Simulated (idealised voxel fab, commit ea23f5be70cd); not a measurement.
Herein follows the process module entitled voxel gate over fins.
The figure presents cross-section cut, which has a width of 285 nm and is divided into square cells with an edge length of 5 nm.
Cross-sections here: square-cell grids, written as top-down lists of bands, a band being one or more rows of cells. Basically the band line says how high the top is and how high the bottom is, in nm, and then what's in it from left to right, every material with its width in nm. Empty space shows up as "empty", and if a single material carries "full width" it runs the full band edge to edge. All heights in this document are referenced to 0, defined as the level beneath which the wafer, as received, consists entirely of one material. The lowest band is not bounded below; it extends indefinitely downward and is written in the form "0 down". Read "30..40" as a graded width: first number on top, second number at the bottom, same change between each pair of neighbouring rows. Where the words "same as before" appear for a step, the cross-section shows no cell changed by that step; every cell remained as before. Each empty space that has no open way to the top and spans at least 8 cells appears under "Enclosed void list" as width x height at distance, the distance counted from the left edge, all in nm. Heads up: the bit after the settings on a step's line is the simulator's remark on that step. On any step carrying a mask, the "overlay nm" setting, if present on the step's line, tells how far right of its planned place the mask lay; negative values point to the left.

List of planned process steps
1) RECEIVE, material Si
2) CONFORMAL_DEP, material SiN, thk nm 10
3) MASKED_ETCH, tone cover, mask id FINS, width nm 15, pitch nm 40, etch materials SiN, depth nm 10, overlay nm 0
4) MASKED_ETCH, tone cover, mask id FINS, width nm 15, pitch nm 40, etch materials Si, depth nm 40, overlay nm 0
5) OXIDIZE, depth nm 5
6) FILL_DEP, material SiO2, thk nm 10
7) CMP, height nm 10
8) SELECTIVE_ETCH, etch materials SiO2, depth nm 25
9) STRIP, etch materials SiN
10) CONFORMAL_DEP, material HfO2, thk nm 5
11) CONFORMAL_DEP, material TiN, thk nm 5
12) FILL_DEP, material W, thk nm 15
13) CMP, height nm 20
14) CONFORMAL_DEP, material SiN, thk nm 5

On the first of the two wafers: run conducted according to plan

So this is the incoming wafer in cross-section - it's already been through step 1
> 0 down | Si full width
> Enclosed void list: none

Step 2 complete: cross-section through the wafer
> 10 to 0 | SiN full width
> Whatever lies below 0 is exactly as it was before.

Step 3 complete: cross-section through the wafer
> 10 to 0 | 75 empty; 15 SiN; 25 empty; 15 SiN; 25 empty; 15 SiN; 25 empty; 15 SiN; 75 empty
> Whatever lies below 0 is exactly as it was before.

Step 4 complete: cross-section through the wafer
> 10 to 0 | 75 empty; 15 SiN; 25 empty; 15 SiN; 25 empty; 15 SiN; 25 empty; 15 SiN; 75 empty
> 0 to -40 | 75 empty; 15 Si; 25 empty; 15 Si; 25 empty; 15 Si; 25 empty; 15 Si; 75 empty
> Whatever lies below -40 is exactly as it was before.

Step 5 complete: cross-section through the wafer
> 10 to 0 | 75 empty; 15 SiN; 25 empty; 15 SiN; 25 empty; 15 SiN; 25 empty; 15 SiN; 75 empty
> 0 to -40 | 75 empty; 5 SiO2; 5 Si; 5 SiO2; 25 empty; 5 SiO2; 5 Si; 5 SiO2; 25 empty; 5 SiO2; 5 Si; 5 SiO2; 25 empty; 5 SiO2; 5 Si; 5 SiO2; 75 empty
> -40 to -45 | 80 SiO2; 5 Si; 35 SiO2; 5 Si; 35 SiO2; 5 Si; 35 SiO2; 5 Si; 80 SiO2
> Whatever lies below -45 is exactly as it was before.

Step 6 complete: cross-section through the wafer
> 20 to 10 | SiO2 full width
> 10 to 0 | 75 SiO2; 15 SiN; 25 SiO2; 15 SiN; 25 SiO2; 15 SiN; 25 SiO2; 15 SiN; 75 SiO2
> 0 to -45 | 80 SiO2; 5 Si; 35 SiO2; 5 Si; 35 SiO2; 5 Si; 35 SiO2; 5 Si; 80 SiO2
> Whatever lies below -45 is exactly as it was before.

Step 7 complete: cross-section through the wafer
> 10 to 0 | 75 SiO2; 15 SiN; 25 SiO2; 15 SiN; 25 SiO2; 15 SiN; 25 SiO2; 15 SiN; 75 SiO2
> Whatever lies below 0 is exactly as it was before.

Step 8 complete: cross-section through the wafer
> 10 to 0 | 75 empty; 15 SiN; 25 empty; 15 SiN; 25 empty; 15 SiN; 25 empty; 15 SiN; 75 empty
> 0 to -15 | 80 empty; 5 Si; 35 empty; 5 Si; 35 empty; 5 Si; 35 empty; 5 Si; 80 empty
> Whatever lies below -15 is exactly as it was before.

Step 9 complete: cross-section through the wafer
> 0 to -15 | 80 empty; 5 Si; 35 empty; 5 Si; 35 empty; 5 Si; 35 empty; 5 Si; 80 empty
> Whatever lies below -15 is exactly as it was before.

Step 10 complete: cross-section through the wafer
> 5 to 0 | 75 empty; 15 HfO2; 25 empty; 15 HfO2; 25 empty; 15 HfO2; 25 empty; 15 HfO2; 75 empty
> 0 to -10 | 75 empty; 5 HfO2; 5 Si; 5 HfO2; 25 empty; 5 HfO2; 5 Si; 5 HfO2; 25 empty; 5 HfO2; 5 Si; 5 HfO2; 25 empty; 5 HfO2; 5 Si; 5 HfO2; 75 empty
> -10 to -15 | 80 HfO2; 5 Si; 35 HfO2; 5 Si; 35 HfO2; 5 Si; 35 HfO2; 5 Si; 80 HfO2
> Whatever lies below -15 is exactly as it was before.

Step 11 complete: cross-section through the wafer
> 10 to 5 | 70 empty; 25 TiN; 15 empty; 25 TiN; 15 empty; 25 TiN; 15 empty; 25 TiN; 70 empty
> 5 to 0 | 70 empty; 5 TiN; 15 HfO2; 5 TiN; 15 empty; 5 TiN; 15 HfO2; 5 TiN; 15 empty; 5 TiN; 15 HfO2; 5 TiN; 15 empty; 5 TiN; 15 HfO2; 5 TiN; 70 empty
> 0 to -5 | 70 empty; 5 TiN; 5 HfO2; 5 Si; 5 HfO2; 5 TiN; 15 empty; 5 TiN; 5 HfO2; 5 Si; 5 HfO2; 5 TiN; 15 empty; 5 TiN; 5 HfO2; 5 Si; 5 HfO2; 5 TiN; 15 empty; 5 TiN; 5 HfO2; 5 Si; 5 HfO2; 5 TiN; 70 empty
> -5 to -10 | 75 TiN; 5 HfO2; 5 Si; 5 HfO2; 25 TiN; 5 HfO2; 5 Si; 5 HfO2; 25 TiN; 5 HfO2; 5 Si; 5 HfO2; 25 TiN; 5 HfO2; 5 Si; 5 HfO2; 75 TiN
> Whatever lies below -10 is exactly as it was before.

Step 12 complete: cross-section through the wafer
> 25 to 10 | W full width
> 10 to 5 | 70 W; 25 TiN; 15 W; 25 TiN; 15 W; 25 TiN; 15 W; 25 TiN; 70 W
> 5 to 0 | 70 W; 5 TiN; 15 HfO2; 5 TiN; 15 W; 5 TiN; 15 HfO2; 5 TiN; 15 W; 5 TiN; 15 HfO2; 5 TiN; 15 W; 5 TiN; 15 HfO2; 5 TiN; 70 W
> 0 to -5 | 70 W; 5 TiN; 5 HfO2; 5 Si; 5 HfO2; 5 TiN; 15 W; 5 TiN; 5 HfO2; 5 Si; 5 HfO2; 5 TiN; 15 W; 5 TiN; 5 HfO2; 5 Si; 5 HfO2; 5 TiN; 15 W; 5 TiN; 5 HfO2; 5 Si; 5 HfO2; 5 TiN; 70 W
> Whatever lies below -5 is exactly as it was before.

Step 13 complete: cross-section through the wafer
> 20 to 10 | W full width
> Whatever lies below 10 is exactly as it was before.

Step 14 complete: cross-section through the wafer
> 25 to 20 | SiN full width
> Whatever lies below 20 is exactly as it was before.

Okay, second wafer. Nothing different at the start, nothing different in the plan, just one mistake somewhere in the running. As far as step 8, counting that step, it's the first wafer all over again

Second wafer: cross-section at the scheduled end of step 9
> 10 to 0 | 75 empty; 15 SiN; 25 empty; 15 SiN; 25 empty; 15 SiN; 25 empty; 15 SiN; 75 empty
> 0 to -45 | 80 empty; 5 Si; 35 empty; 5 Si; 35 empty; 5 Si; 35 empty; 5 Si; 80 empty
> Whatever lies below -45 is exactly as it was before.

Second wafer: cross-section at the scheduled end of step 10
> 15 to 10 | 70 empty; 25 HfO2; 15 empty; 25 HfO2; 15 empty; 25 HfO2; 15 empty; 25 HfO2; 70 empty
> 10 to 0 | 70 empty; 5 HfO2; 15 SiN; 5 HfO2; 15 empty; 5 HfO2; 15 SiN; 5 HfO2; 15 empty; 5 HfO2; 15 SiN; 5 HfO2; 15 empty; 5 HfO2; 15 SiN; 5 HfO2; 70 empty
> 0 to -5 | 70 empty; 10 HfO2; 5 Si; 10 HfO2; 15 empty; 10 HfO2; 5 Si; 10 HfO2; 15 empty; 10 HfO2; 5 Si; 10 HfO2; 15 empty; 10 HfO2; 5 Si; 10 HfO2; 70 empty
> -5 to -40 | 75 empty; 5 HfO2; 5 Si; 5 HfO2; 25 empty; 5 HfO2; 5 Si; 5 HfO2; 25 empty; 5 HfO2; 5 Si; 5 HfO2; 25 empty; 5 HfO2; 5 Si; 5 HfO2; 75 empty
> -40 to -45 | 80 HfO2; 5 Si; 35 HfO2; 5 Si; 35 HfO2; 5 Si; 35 HfO2; 5 Si; 80 HfO2
> Whatever lies below -45 is exactly as it was before.

Second wafer: cross-section at the scheduled end of step 11
> 20 to 15 | 65 empty; 35 TiN; 5 empty; 35 TiN; 5 empty; 35 TiN; 5 empty; 35 TiN; 65 empty
> 15 to 10 | 65 empty; 5 TiN; 25 HfO2; 5 TiN; 5 empty; 5 TiN; 25 HfO2; 5 TiN; 5 empty; 5 TiN; 25 HfO2; 5 TiN; 5 empty; 5 TiN; 25 HfO2; 5 TiN; 65 empty
> 10 to 0 | 65 empty; 5 TiN; 5 HfO2; 15 SiN; 5 HfO2; 5 TiN; 5 empty; 5 TiN; 5 HfO2; 15 SiN; 5 HfO2; 5 TiN; 5 empty; 5 TiN; 5 HfO2; 15 SiN; 5 HfO2; 5 TiN; 5 empty; 5 TiN; 5 HfO2; 15 SiN; 5 HfO2; 5 TiN; 65 empty
> 0 to -10 | 65 empty; 5..10 TiN; 10..5 HfO2; 5 Si; 10..5 HfO2; 5..10 TiN; 5 empty; 5..10 TiN; 10..5 HfO2; 5 Si; 10..5 HfO2; 5..10 TiN; 5 empty; 5..10 TiN; 10..5 HfO2; 5 Si; 10..5 HfO2; 5..10 TiN; 5 empty; 5..10 TiN; 10..5 HfO2; 5 Si; 10..5 HfO2; 5..10 TiN; 65 empty
> -10 to -35 | 70 empty; 5 TiN; 5 HfO2; 5 Si; 5 HfO2; 5 TiN; 15 empty; 5 TiN; 5 HfO2; 5 Si; 5 HfO2; 5 TiN; 15 empty; 5 TiN; 5 HfO2; 5 Si; 5 HfO2; 5 TiN; 15 empty; 5 TiN; 5 HfO2; 5 Si; 5 HfO2; 5 TiN; 70 empty
> -35 to -40 | 75 TiN; 5 HfO2; 5 Si; 5 HfO2; 25 TiN; 5 HfO2; 5 Si; 5 HfO2; 25 TiN; 5 HfO2; 5 Si; 5 HfO2; 25 TiN; 5 HfO2; 5 Si; 5 HfO2; 75 TiN
> Whatever lies below -40 is exactly as it was before.

Second wafer: cross-section at the scheduled end of step 12
> 35 to 20 | W full width
> 20 to 15 | 65 W; 35 TiN; 5 W; 35 TiN; 5 W; 35 TiN; 5 W; 35 TiN; 65 W
> 15 to 10 | 65 W; 5 TiN; 25 HfO2; 5 TiN; 5 W; 5 TiN; 25 HfO2; 5 TiN; 5 W; 5 TiN; 25 HfO2; 5 TiN; 5 W; 5 TiN; 25 HfO2; 5 TiN; 65 W
> 10 to 0 | 65 W; 5 TiN; 5 HfO2; 15 SiN; 5 HfO2; 5 TiN; 5 W; 5 TiN; 5 HfO2; 15 SiN; 5 HfO2; 5 TiN; 5 W; 5 TiN; 5 HfO2; 15 SiN; 5 HfO2; 5 TiN; 5 W; 5 TiN; 5 HfO2; 15 SiN; 5 HfO2; 5 TiN; 65 W
> 0 to -10 | 65 W; 5..10 TiN; 10..5 HfO2; 5 Si; 10..5 HfO2; 5..10 TiN; 5 W; 5..10 TiN; 10..5 HfO2; 5 Si; 10..5 HfO2; 5..10 TiN; 5 W; 5..10 TiN; 10..5 HfO2; 5 Si; 10..5 HfO2; 5..10 TiN; 5 W; 5..10 TiN; 10..5 HfO2; 5 Si; 10..5 HfO2; 5..10 TiN; 65 W
> -10 to -15 | 70 W; 5 TiN; 5 HfO2; 5 Si; 5 HfO2; 5 TiN; 15 W; 5 TiN; 5 HfO2; 5 Si; 5 HfO2; 5 TiN; 15 W; 5 TiN; 5 HfO2; 5 Si; 5 HfO2; 5 TiN; 15 W; 5 TiN; 5 HfO2; 5 Si; 5 HfO2; 5 TiN; 70 W
> -15 to -30 | 70 W; 5 TiN; 5 HfO2; 5 Si; 5 HfO2; 5 TiN; 5 W; 5 empty; 5 W; 5 TiN; 5 HfO2; 5 Si; 5 HfO2; 5 TiN; 5 W; 5 empty; 5 W; 5 TiN; 5 HfO2; 5 Si; 5 HfO2; 5 TiN; 5 W; 5 empty; 5 W; 5 TiN; 5 HfO2; 5 Si; 5 HfO2; 5 TiN; 70 W
> -30 to -35 | 70 W; 5 TiN; 5 HfO2; 5 Si; 5 HfO2; 5 TiN; 15 W; 5 TiN; 5 HfO2; 5 Si; 5 HfO2; 5 TiN; 15 W; 5 TiN; 5 HfO2; 5 Si; 5 HfO2; 5 TiN; 15 W; 5 TiN; 5 HfO2; 5 Si; 5 HfO2; 5 TiN; 70 W
> Whatever lies below -35 is exactly as it was before.

Second wafer: cross-section at the scheduled end of step 13
> 20 to 15 | 65 W; 35 TiN; 5 W; 35 TiN; 5 W; 35 TiN; 5 W; 35 TiN; 65 W
> Whatever lies below 15 is exactly as it was before.

Second wafer: cross-section at the scheduled end of step 14
> 25 to 20 | SiN full width
> Whatever lies below 20 is exactly as it was before.
Where did the run depart from the plan? step 9 was not run as planned; what actually ran was STRIP, etch materials SiO2
End check, counted in cells, second wafer has more or fewer of these materials than the first: 80 more of HfO2 | 24 more of SiN | 318 fewer of SiO2 | 80 more of TiN | 125 more of W
